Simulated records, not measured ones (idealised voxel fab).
process module | voxel self aligned vias
cross-section cut | 265 nm wide | cells 5 nm
A cross-section is a grid of square cells, given in bands from the top down. A band is one or more rows of cells.
Each band's line starts with the height of the band's top and of its bottom, in nm. Then come its materials from left to right, each with its width in nm. One material with "throughout" fills the band from edge to edge. "air" is empty space.
Height 0 is the level under which the wafer as received is all one material. The lowest band goes on downwards, as in "0 down".
A width such as "30 to 40" changes by the same amount from each row of cells to the next, from the band's top row to its bottom row.
"no change" after a step means that no cell of the cross-section changed.
closed voids: empty space of 8 cells or more with no open way to the top, each as width x height at its distance from the left edge, in nm
after a step's settings: what the simulator itself notes on the step
overlay nm, on a step with a mask: how far to the right of its planned place the mask lay; to the left if negative
plan
1 op RECEIVE | material Si
2 op CONFORMAL_DEP | material SiO2 | thk nm 15
3 op CONFORMAL_DEP | material SiCN | thk nm 5
4 op DIRECTIONAL_DEP | material SiO2 | thk nm 25
5 op PATTERN | tone open | mask id LINES | material resist | width nm 30 | pitch nm 70 | thk nm 20 | overlay nm 0
6 op DIRECTIONAL_ETCH | etch materials SiO2 | depth nm 25
7 op STRIP | etch materials resist
8 op CONFORMAL_DEP | material TiN | thk nm 5
9 op FILL_DEP | material Ru | thk nm 5
10 op CMP | height nm 45
11 op SELECTIVE_ETCH | etch materials W Ru TiN | depth nm 10
12 op FILL_DEP | material SiN | thk nm 10
13 op CMP | height nm 45
14 op DIRECTIONAL_DEP | material SiO2 | thk nm 15
15 op DIRECTIONAL_DEP | material aC | thk nm 15
16 op PATTERN | tone open | mask id VIAS | material resist | width nm 40 | pitch nm 70 | thk nm 35 | overlay nm 0
17 op DIRECTIONAL_ETCH | etch materials aC | depth nm 15
18 op STRIP | etch materials resist
19 op DIRECTIONAL_ETCH | etch materials SiO2 | depth nm 15
20 op DIRECTIONAL_ETCH | etch materials SiN | depth nm 10
21 op STRIP | etch materials aC
22 op CONFORMAL_DEP | material TiN | thk nm 5
23 op FILL_DEP | material W | thk nm 10
24 op CMP | height nm 60
25 op CONFORMAL_DEP | material SiCN | thk nm 5
first wafer, as planned
as received, after step 1
  0 down: Si throughout
  closed voids: none
after step 2
  15 to 0: SiO2 throughout
  below 0: unchanged
after step 3
  20 to 15: SiCN throughout
  below 15: unchanged
after step 4
  45 to 20: SiO2 throughout
  below 20: unchanged
after step 5
  65 to 45: resist 45 | air 30 | resist 40 | air 30 | resist 40 | air 30 | resist 50
  below 45: unchanged
after step 6
  65 to 45: resist 45 | air 30 | resist 40 | air 30 | resist 40 | air 30 | resist 50
  45 to 20: SiO2 45 | air 30 | SiO2 40 | air 30 | SiO2 40 | air 30 | SiO2 50
  below 20: unchanged
after step 7
  45 to 20: SiO2 45 | air 30 | SiO2 40 | air 30 | SiO2 40 | air 30 | SiO2 50
  below 20: unchanged
after step 8
  50 to 45: TiN 50 | air 20 | TiN 50 | air 20 | TiN 50 | air 20 | TiN 55
  45 to 25: SiO2 45 | TiN 5 | air 20 | TiN 5 | SiO2 40 | TiN 5 | air 20 | TiN 5 | SiO2 40 | TiN 5 | air 20 | TiN 5 | SiO2 50
  25 to 20: SiO2 45 | TiN 30 | SiO2 40 | TiN 30 | SiO2 40 | TiN 30 | SiO2 50
  below 20: unchanged
after step 9
  55 to 50: Ru throughout
  50 to 45: TiN 50 | Ru 20 | TiN 50 | Ru 20 | TiN 50 | Ru 20 | TiN 55
  45 to 25: SiO2 45 | TiN 5 | Ru 20 | TiN 5 | SiO2 40 | TiN 5 | Ru 20 | TiN 5 | SiO2 40 | TiN 5 | Ru 20 | TiN 5 | SiO2 50
  below 25: unchanged
after step 10
  45 to 25: SiO2 45 | TiN 5 | Ru 20 | TiN 5 | SiO2 40 | TiN 5 | Ru 20 | TiN 5 | SiO2 40 | TiN 5 | Ru 20 | TiN 5 | SiO2 50
  below 25: unchanged
after step 11
  45 to 35: SiO2 45 | air 30 | SiO2 40 | air 30 | SiO2 40 | air 30 | SiO2 50
  below 35: unchanged
after step 12
  55 to 45: SiN throughout
  45 to 35: SiO2 45 | SiN 30 | SiO2 40 | SiN 30 | SiO2 40 | SiN 30 | SiO2 50
  below 35: unchanged
after step 13
  45 to 35: SiO2 45 | SiN 30 | SiO2 40 | SiN 30 | SiO2 40 | SiN 30 | SiO2 50
  below 35: unchanged
after step 14
  60 to 45: SiO2 throughout
  below 45: unchanged
after step 15
  75 to 60: aC throughout
  below 60: unchanged
after step 16
  110 to 75: resist 40 | air 40 | resist 30 | air 40 | resist 30 | air 40 | resist 45
  below 75: unchanged
after step 17
  95 to 75: resist 40 | air 40 | resist 30 | air 40 | resist 30 | air 40 | resist 45
  75 to 60: aC 40 | air 40 | aC 30 | air 40 | aC 30 | air 40 | aC 45
  below 60: unchanged
after step 18
  75 to 60: aC 40 | air 40 | aC 30 | air 40 | aC 30 | air 40 | aC 45
  below 60: unchanged
after step 19
  75 to 60: aC 40 | air 40 | aC 30 | air 40 | aC 30 | air 40 | aC 45
  60 to 45: SiO2 40 | air 40 | SiO2 30 | air 40 | SiO2 30 | air 40 | SiO2 45
  below 45: unchanged
after step 20
  75 to 60: aC 40 | air 40 | aC 30 | air 40 | aC 30 | air 40 | aC 45
  60 to 45: SiO2 40 | air 40 | SiO2 30 | air 40 | SiO2 30 | air 40 | SiO2 45
  45 to 35: SiO2 45 | air 30 | SiO2 40 | air 30 | SiO2 40 | air 30 | SiO2 50
  below 35: unchanged
after step 21
  60 to 45: SiO2 40 | air 40 | SiO2 30 | air 40 | SiO2 30 | air 40 | SiO2 45
  below 45: unchanged
after step 22
  65 to 60: TiN 45 | air 30 | TiN 40 | air 30 | TiN 40 | air 30 | TiN 50
  60 to 50: SiO2 40 | TiN 5 | air 30 | TiN 5 | SiO2 30 | TiN 5 | air 30 | TiN 5 | SiO2 30 | TiN 5 | air 30 | TiN 5 | SiO2 45
  50 to 40: SiO2 40 to 45 | TiN 10 to 5 | air 20 | TiN 10 to 5 | SiO2 30 to 40 | TiN 10 to 5 | air 20 | TiN 10 to 5 | SiO2 30 to 40 | TiN 10 to 5 | air 20 | TiN 10 to 5 | SiO2 45 to 50
  40 to 35: SiO2 45 | TiN 30 | SiO2 40 | TiN 30 | SiO2 40 | TiN 30 | SiO2 50
  below 35: unchanged
after step 23
  75 to 65: W throughout
  65 to 60: TiN 45 | W 30 | TiN 40 | W 30 | TiN 40 | W 30 | TiN 50
  60 to 50: SiO2 40 | TiN 5 | W 30 | TiN 5 | SiO2 30 | TiN 5 | W 30 | TiN 5 | SiO2 30 | TiN 5 | W 30 | TiN 5 | SiO2 45
  50 to 40: SiO2 40 to 45 | TiN 10 to 5 | W 20 | TiN 10 to 5 | SiO2 30 to 40 | TiN 10 to 5 | W 20 | TiN 10 to 5 | SiO2 30 to 40 | TiN 10 to 5 | W 20 | TiN 10 to 5 | SiO2 45 to 50
  below 40: unchanged
after step 24
  60 to 50: SiO2 40 | TiN 5 | W 30 | TiN 5 | SiO2 30 | TiN 5 | W 30 | TiN 5 | SiO2 30 | TiN 5 | W 30 | TiN 5 | SiO2 45
  below 50: unchanged
after step 25
  65 to 60: SiCN throughout
  below 60: unchanged
second wafer: like start, like plan, one mistake. Through step 23 it matches the first wafer
when step 24 should have ended: no change
when step 25 should have ended
  80 to 75: SiCN throughout
  below 75: unchanged
what went wrong: step 24 was left out
at the end the second wafer has, in cells: 35 more of TiN | 124 more of W
